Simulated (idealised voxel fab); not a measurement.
process module | voxel self aligned vias
cross-section cut | 210 nm wide | cells 5 nm
A cross-section is a grid of square cells, given in bands from the top down. A band is one or more rows of cells.
Each band's line starts with the height of the band's top and of its bottom, in nm. Then come its materials from left to right, each with its width in nm. One material with "throughout" fills the band from edge to edge. "air" is empty space.
Height 0 is the level under which the wafer as received is all one material. The lowest band goes on downwards, as in "0 down".
A width such as "30 to 40" changes by the same amount from each row of cells to the next, from the band's top row to its bottom row.
"no change" after a step means that no cell of the cross-section changed.
closed voids: empty space of 8 cells or more with no open way to the top, each as width x height at its distance from the left edge, in nm
after a step's settings: what the simulator itself notes on the step
overlay nm, on a step with a mask: how far to the right of its planned place the mask lay; to the left if negative
plan
1 op RECEIVE | material Si
2 op CONFORMAL_DEP | material SiO2 | thk nm 10
3 op CONFORMAL_DEP | material SiCN | thk nm 5
4 op DIRECTIONAL_DEP | material SiO2 | thk nm 25
5 op DIRECTIONAL_DEP | material aC | thk nm 15
6 op PATTERN | tone open | mask id LINES | material resist | width nm 20 | pitch nm 65 | thk nm 30 | overlay nm 0
7 op DIRECTIONAL_ETCH | etch materials aC | depth nm 15
8 op STRIP | etch materials resist
9 op DIRECTIONAL_ETCH | etch materials SiO2 | depth nm 25
10 op STRIP | etch materials aC
11 op CONFORMAL_DEP | material TiN | thk nm 5
12 op FILL_DEP | material Ru | thk nm 10
13 op CMP | height nm 40
14 op SELECTIVE_ETCH | etch materials W Ru TiN | depth nm 10
15 op FILL_DEP | material SiN | thk nm 5
16 op CMP | height nm 40
17 op DIRECTIONAL_DEP | material SiO2 | thk nm 20
18 op MASKED_ETCH | tone open | mask id VIAS | width nm 40 | pitch nm 130 | etch materials SiO2 | depth nm 20 | overlay nm 0
19 op MASKED_ETCH | tone open | mask id VIAS | width nm 40 | pitch nm 130 | etch materials SiN | depth nm 10 | overlay nm 0
20 op CONFORMAL_DEP | material TiN | thk nm 5
21 op FILL_DEP | material Cu | thk nm 10
22 op CMP | height nm 60
23 op CONFORMAL_DEP | material SiCN | thk nm 5
as received, after step 1
  0 down: Si throughout
  closed voids: none
a wafer at the end: this start, this plan, one mistake
  65 to 60: SiCN throughout
  60 to 40: SiO2 20 | TiN 5 | Cu 30 | TiN 5 | SiO2 90 | TiN 5 | Cu 30 | TiN 5 | SiO2 20
  40 to 35: SiO2 20 | TiN 5 | Cu 30 | TiN 5 | SiO2 35 | SiN 20 | SiO2 35 | TiN 5 | Cu 30 | TiN 5 | SiO2 20
  35 to 30: SiO2 20 | TiN 40 | SiO2 35 | SiN 20 | SiO2 35 | TiN 40 | SiO2 20
  30 to 20: SiO2 20 | TiN 15 | Ru 10 | TiN 15 | SiO2 35 | TiN 5 | Ru 10 | TiN 5 | SiO2 35 | TiN 15 | Ru 10 | TiN 15 | SiO2 20
  20 to 15: SiO2 30 | TiN 20 | SiO2 45 | TiN 20 | SiO2 45 | TiN 20 | SiO2 30
  15 to 10: SiCN throughout
  10 to 0: SiO2 throughout
  0 down: Si throughout
  closed voids: none
what went wrong: step 18 was run twice
